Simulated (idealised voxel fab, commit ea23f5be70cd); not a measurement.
The name of this process module is voxel spacer lines.
For reference, the cross-section in this document is cut, with width 170 nm and square cells of 5 nm.
Notation: cross-section as square-cell grid; stated in bands, top first, going down; one or more cell rows per band. It is stipulated that each band's entry specify, in nanometres, the height of the top of the band and then that of its bottom, followed by the materials of the band in left-to-right sequence, each together with its width in nanometres. A single material marked by the word "everywhere" is understood to fill the band from edge to edge; the word "blank" is understood to denote empty space. Heights from 0 (as-received wafer is one material below). Bottom band endless downward, as "top 0, no bottom". A two-number width, for instance "30..40", indicates that the width is equal to the first number in the top row of the band and to the second number in the bottom row, and that it changes by a constant amount per row of cells. What does "remained the same" mean for a step? It means no cell of the cross-section changed in that step. Enclosed voids (no open way to top), threshold 8 cells or more, entry "Closed void catalog", notation width x height at distance, distance from left edge, nm. Past the settings on a step's line: simulator remark, on that step. On any step carrying a mask, the "overlay nm" setting, if present on the step's line, tells how far right of its planned place the mask lay; negative values point to the left.

Below is the list of planned process steps
1) RECEIVE | material Si
2) CONFORMAL_DEP | material Al2O3 | thk nm 10
3) DIRECTIONAL_DEP | material TiN | thk nm 10
4) DIRECTIONAL_DEP | material polySi | thk nm 25
5) PATTERN | tone cover | mask id MANDREL | material resist | width nm 15 | pitch nm 60 | thk nm 35 | overlay nm 0
6) DIRECTIONAL_ETCH | etch materials polySi | depth nm 25
7) STRIP | etch materials resist
8) CONFORMAL_DEP | material SiO2 | thk nm 15
9) DIRECTIONAL_ETCH | etch materials SiO2 | depth nm 15
10) STRIP | etch materials polySi
11) DIRECTIONAL_ETCH | etch materials TiN | depth nm 10
12) STRIP | etch materials SiO2
13) FILL_DEP | material lowk | thk nm 5
14) CMP | height nm 20
Don't read the plan's width nm for step 5 as applying to every wafer: that's the first wafer's value, and the wafers differ in it, though they all start identical.

First of several wafers, received after step 1, in cross-section
    top 0, no bottom: Si everywhere
    Closed void catalog: none

Tabulated below, wafer by wafer, are the end-of-module results: for each material, the number of cells gained (+) or lost (-) relative to the as-received state, followed by the closed voids
width nm 15, +68 Al2O3, +24 TiN, +44 lowk, Closed void catalog: none
width nm 20, +68 Al2O3, +24 TiN, +44 lowk, Closed void catalog: none
width nm 25, +68 Al2O3, +24 TiN, +44 lowk, Closed void catalog: none
width nm 30, +68 Al2O3, +24 TiN, +44 lowk, Closed void catalog: none
